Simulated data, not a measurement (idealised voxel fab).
The name of this process module is voxel self aligned contacts.
The figure presents cross-section cut, which has a width of 275 nm and is divided into square cells with an edge length of 5 nm.
Cross-section layout: square cells on a grid; listed as bands, top to bottom; a band spans one or more cell rows.
In this notation a band is specified by the heights of its top and bottom, in that order and in nm, after which its materials appear from left to right, each paired with its width in nm. The word "everywhere" attached to a single material means that material fills the band from edge to edge; the word "blank" stands for empty space.
Ref level 0: as-received wafer is one material below here. Bottom band extends down with no lower bound ("z 0 and below").
Note: "30..40" means the width goes from the first number (top row of the band) to the second number (bottom row) in equal steps per row of cells.
Basically "same as before" means that step didn't change any cell in the cross-section.
Reported under the label "Trapped void list" are the empty spaces having no open way to the top and comprising 8 cells or more; the notation for each is width x height at distance, in which the distance is measured from the left edge and all three values are in nm.
Step line, after settings: the simulator's comment on this step.
overlay nm: mask offset rightward from planned place, masked step; negative means leftward offset.
The steps planned for the process are as follows
1. RECEIVE (material Si)
2. OXIDIZE (depth nm 5)
3. DIRECTIONAL_DEP (material polySi; thk nm 30)
4. DIRECTIONAL_DEP (material SiN; thk nm 20)
5. PATTERN (tone cover; mask id GATE; material resist; width nm 35; pitch nm 65; thk nm 20; overlay nm 0)
6. DIRECTIONAL_ETCH (etch materials SiN; depth nm 20)
7. DIRECTIONAL_ETCH (etch materials polySi; depth nm 30)
8. STRIP (etch materials resist)
9. CONFORMAL_DEP (material SiN; thk nm 5)
10. DIRECTIONAL_ETCH (etch materials SiN; depth nm 5)
11. FILL_DEP (material SiO2; thk nm 10)
12. CMP (height nm 55)
13. PATTERN (tone open; mask id CONTACT; material resist; width nm 40; pitch nm 65; thk nm 15; overlay nm 0)
14. DIRECTIONAL_ETCH (etch materials SiO2; depth nm 60)
15. STRIP (etch materials resist)
16. CONFORMAL_DEP (material TiN; thk nm 5)
17. FILL_DEP (material W; thk nm 5)
18. CMP (height nm 55)
19. CONFORMAL_DEP (material SiCN; thk nm 5)
The cross-section here shows the wafer as received, i.e. in its state after step 1
	z 0 and below | Si everywhere
	Trapped void list: none
Post-module cross-section of the first of two wafers (run per plan)
	z 60 to 55 | SiCN everywhere
	z 55 to 50 | 85 of SiO2 | 15 of TiN | 10 of W | 15 of TiN | 25 of SiO2 | 15 of TiN | 10 of W | 15 of TiN | 85 of SiO2
	z 50 to 30 | 50 of SiO2 | 45 of SiN | 5 of TiN | 10 of W | 5 of TiN | 45 of SiN | 5 of TiN | 10 of W | 5 of TiN | 45 of SiN | 50 of SiO2
	z 30 to 0 | 50 of SiO2 | 5 of SiN | 35 of polySi | 5 of SiN | 5 of TiN | 10 of W | 5 of TiN | 5 of SiN | 35 of polySi | 5 of SiN | 5 of TiN | 10 of W | 5 of TiN | 5 of SiN | 35 of polySi | 5 of SiN | 50 of SiO2
	z 0 to -5 | 95 of SiO2 | 20 of TiN | 45 of SiO2 | 20 of TiN | 95 of SiO2
	z -5 and below | Si everywhere
	Trapped void list: none
End-of-module cross-section of the second wafer: identical starting point and process plan to the first, with one processing mistake
	z 60 to 55 | SiCN everywhere
	z 55 to 50 | 100 of TiN | 10 of W | 55 of TiN | 10 of W | 100 of TiN
	z 50 to 30 | 50 of SiO2 | 45 of SiN | 5 of TiN | 10 of W | 5 of TiN | 45 of SiN | 5 of TiN | 10 of W | 5 of TiN | 45 of SiN | 50 of SiO2
	z 30 to 0 | 50 of SiO2 | 5 of SiN | 35 of polySi | 5 of SiN | 5 of TiN | 10 of W | 5 of TiN | 5 of SiN | 35 of polySi | 5 of SiN | 5 of TiN | 10 of W | 5 of TiN | 5 of SiN | 35 of polySi | 5 of SiN | 50 of SiO2
	z 0 to -5 | 95 of SiO2 | 20 of TiN | 45 of SiO2 | 20 of TiN | 95 of SiO2
	z -5 and below | Si everywhere
	Trapped void list: none
Short version of what went wrong: step 12 did not happen as planned, as run it was CMP (height nm 50)
End of process, cell counts, second wafer against first, materials with more or fewer: SiO2: 39 fewer | TiN: 39 more
